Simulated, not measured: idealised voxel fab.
Herein follows the process module entitled voxel double patterning.
Displayed cross-section: cut, width of 180 nm, square cells sized 5 nm.
Cross-section format: a grid of square cells, given as bands from top to bottom; each band is one or more rows of cells. First you get the band's top height and its bottom height, in nm, and then the materials it's made of, left to right, with each width in nm. If you see a single material with "edge to edge", that one covers the band edge to edge. "empty" is empty space. Counting heights begins at 0, where everything beneath is, in the wafer as received, one material. The lowest band has no bottom; it goes on downwards, as "0 nm and below" shows. Read "30..40" as a graded width: first number on top, second number at the bottom, same change between each pair of neighbouring rows. "remains unaltered" after a step means that no cell of the cross-section changed. Closed-off voids of 8+ cells (no open route to the top) go in "Sealed void list", written width x height at distance from the left edge, in nm. Heads up: the bit after the settings on a step's line is the simulator's remark on that step. overlay nm: mask right of planned place by this much (step with mask). Neg. = left.

## Listed below are the process steps as planned
1 RECEIVE,material Si
2 CONFORMAL_DEP,material SiO2,thk nm 5
3 DIRECTIONAL_DEP,material W,thk nm 20
4 DIRECTIONAL_DEP,material SiCN,thk nm 5
5 MASKED_ETCH,tone open,mask id FIRST,width nm 15,pitch nm 50,etch materials SiCN,depth nm 5,overlay nm 0
6 PATTERN,tone open,mask id SECOND,material resist,width nm 15,pitch nm 50,thk nm 15,overlay nm 0
7 DIRECTIONAL_ETCH,etch materials SiCN,depth nm 5
8 STRIP,etch materials resist
9 DIRECTIONAL_ETCH,etch materials W,depth nm 20
10 STRIP,etch materials SiCN
Same starting wafers, different width nm at step 5. Plan value belongs to the first wafer.

## Cross-section of the first incoming wafer of several, state after step 1
- 0 nm and below = Si edge to edge
- Sealed void list: none

## Where each wafer stands at the end of the module, a row apiece: cells of each material gained (+) or lost (-) since it was received, then closed voids
width nm 15; +36 SiO2; +84 W; Sealed void list: none
width nm 20; +36 SiO2; +72 W; Sealed void list: none
width nm 25; +36 SiO2; +60 W; Sealed void list: none
width nm 30; +36 SiO2; +48 W; Sealed void list: none
